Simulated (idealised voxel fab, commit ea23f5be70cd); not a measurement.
process module | voxel quadruple lines
cross-section cut | 240 nm wide | cells 5 nm
A cross-section is a grid of square cells, given in bands from the top down. A band is one or more rows of cells.
Each band's line starts with the height of the band's top and of its bottom, in nm. Then come its materials from left to right, each with its width in nm. One material with "throughout" fills the band from edge to edge. "air" is empty space.
Height 0 is the level under which the wafer as received is all one material. The lowest band goes on downwards, as in "0 down".
A width such as "30 to 40" changes by the same amount from each row of cells to the next, from the band's top row to its bottom row.
"no change" after a step means that no cell of the cross-section changed.
closed voids: empty space of 8 cells or more with no open way to the top, each as width x height at its distance from the left edge, in nm
after a step's settings: what the simulator itself notes on the step
overlay nm, on a step with a mask: how far to the right of its planned place the mask lay; to the left if negative
plan
1 op RECEIVE | material Si
2 op CONFORMAL_DEP | material SiO2 | thk nm 10
3 op DIRECTIONAL_DEP | material TiN | thk nm 15
4 op DIRECTIONAL_DEP | material polySi | thk nm 20
5 op DIRECTIONAL_DEP | material aC | thk nm 20
6 op PATTERN | tone cover | mask id MANDREL | material resist | width nm 30 | thk nm 30 | overlay nm 0
7 op DIRECTIONAL_ETCH | etch materials aC | depth nm 20
8 op STRIP | etch materials resist
9 op CONFORMAL_DEP | material SiO2 | thk nm 10
10 op DIRECTIONAL_ETCH | etch materials SiO2 | depth nm 10
11 op STRIP | etch materials aC
12 op DIRECTIONAL_ETCH | etch materials polySi | depth nm 20
13 op STRIP | etch materials SiO2
14 op CONFORMAL_DEP | material SiCN | thk nm 10
15 op DIRECTIONAL_ETCH | etch materials SiCN | depth nm 10
16 op STRIP | etch materials polySi
17 op DIRECTIONAL_ETCH | etch materials TiN | depth nm 15
18 op STRIP | etch materials SiCN
first wafer, as planned
as received, after step 1
  0 down: Si throughout
  closed voids: none
after step 2
  10 to 0: SiO2 throughout
  below 0: unchanged
after step 3
  25 to 10: TiN throughout
  below 10: unchanged
after step 4
  45 to 25: polySi throughout
  below 25: unchanged
after step 5
  65 to 45: aC throughout
  below 45: unchanged
after step 6
  95 to 65: air 105 | resist 30 | air 105
  below 65: unchanged
after step 7
  75 to 65: air 105 | resist 30 | air 105
  65 to 45: air 105 | aC 30 | air 105
  below 45: unchanged
after step 8
  65 to 45: air 105 | aC 30 | air 105
  below 45: unchanged
after step 9
  75 to 65: air 95 | SiO2 50 | air 95
  65 to 55: air 95 | SiO2 10 | aC 30 | SiO2 10 | air 95
  55 to 45: SiO2 105 | aC 30 | SiO2 105
  below 45: unchanged
after step 10
  65 to 45: air 95 | SiO2 10 | aC 30 | SiO2 10 | air 95
  below 45: unchanged
after step 11
  65 to 45: air 95 | SiO2 10 | air 30 | SiO2 10 | air 95
  below 45: unchanged
after step 12
  65 to 45: air 95 | SiO2 10 | air 30 | SiO2 10 | air 95
  45 to 25: air 95 | polySi 10 | air 30 | polySi 10 | air 95
  below 25: unchanged
after step 13
  45 to 25: air 95 | polySi 10 | air 30 | polySi 10 | air 95
  below 25: unchanged
after step 14
  55 to 45: air 85 | SiCN 30 | air 10 | SiCN 30 | air 85
  45 to 35: air 85 | SiCN 10 | polySi 10 | SiCN 10 | air 10 | SiCN 10 | polySi 10 | SiCN 10 | air 85
  35 to 25: SiCN 95 | polySi 10 | SiCN 30 | polySi 10 | SiCN 95
  below 25: unchanged
after step 15
  45 to 25: air 85 | SiCN 10 | polySi 10 | SiCN 10 | air 10 | SiCN 10 | polySi 10 | SiCN 10 | air 85
  below 25: unchanged
after step 16
  45 to 25: air 85 | SiCN 10 | air 10 | SiCN 10 | air 10 | SiCN 10 | air 10 | SiCN 10 | air 85
  below 25: unchanged
after step 17
  45 to 25: air 85 | SiCN 10 | air 10 | SiCN 10 | air 10 | SiCN 10 | air 10 | SiCN 10 | air 85
  25 to 10: air 85 | TiN 10 | air 10 | TiN 10 | air 10 | TiN 10 | air 10 | TiN 10 | air 85
  below 10: unchanged
after step 18
  25 to 10: air 85 | TiN 10 | air 10 | TiN 10 | air 10 | TiN 10 | air 10 | TiN 10 | air 85
  below 10: unchanged
second wafer: like start, like plan, one mistake. Through step 5 it matches the first wafer
when step 6 should have ended
  95 to 65: air 105 | resist 35 | air 100
  below 65: unchanged
when step 7 should have ended
  75 to 65: air 105 | resist 35 | air 100
  65 to 45: air 105 | aC 35 | air 100
  below 45: unchanged
when step 8 should have ended
  65 to 45: air 105 | aC 35 | air 100
  below 45: unchanged
when step 9 should have ended
  75 to 65: air 95 | SiO2 55 | air 90
  65 to 55: air 95 | SiO2 10 | aC 35 | SiO2 10 | air 90
  55 to 45: SiO2 105 | aC 35 | SiO2 100
  below 45: unchanged
when step 10 should have ended
  65 to 45: air 95 | SiO2 10 | aC 35 | SiO2 10 | air 90
  below 45: unchanged
when step 11 should have ended
  65 to 45: air 95 | SiO2 10 | air 35 | SiO2 10 | air 90
  below 45: unchanged
when step 12 should have ended
  65 to 45: air 95 | SiO2 10 | air 35 | SiO2 10 | air 90
  45 to 25: air 95 | polySi 10 | air 35 | polySi 10 | air 90
  below 25: unchanged
when step 13 should have ended
  45 to 25: air 95 | polySi 10 | air 35 | polySi 10 | air 90
  below 25: unchanged
when step 14 should have ended
  55 to 45: air 85 | SiCN 30 | air 15 | SiCN 30 | air 80
  45 to 35: air 85 | SiCN 10 | polySi 10 | SiCN 10 | air 15 | SiCN 10 | polySi 10 | SiCN 10 | air 80
  35 to 25: SiCN 95 | polySi 10 | SiCN 35 | polySi 10 | SiCN 90
  below 25: unchanged
when step 15 should have ended
  45 to 25: air 85 | SiCN 10 | polySi 10 | SiCN 10 | air 15 | SiCN 10 | polySi 10 | SiCN 10 | air 80
  below 25: unchanged
when step 16 should have ended
  45 to 25: air 85 | SiCN 10 | air 10 | SiCN 10 | air 15 | SiCN 10 | air 10 | SiCN 10 | air 80
  below 25: unchanged
when step 17 should have ended
  45 to 25: air 85 | SiCN 10 | air 10 | SiCN 10 | air 15 | SiCN 10 | air 10 | SiCN 10 | air 80
  25 to 10: air 85 | TiN 10 | air 10 | TiN 10 | air 15 | TiN 10 | air 10 | TiN 10 | air 80
  below 10: unchanged
when step 18 should have ended
  25 to 10: air 85 | TiN 10 | air 10 | TiN 10 | air 15 | TiN 10 | air 10 | TiN 10 | air 80
  below 10: unchanged
what went wrong: step 6 ran as: op PATTERN | tone cover | mask id MANDREL | material resist | width nm 35 | thk nm 30 | overlay nm 0
at the end the second wafer has, in cells: as many of each material as the first, in other places
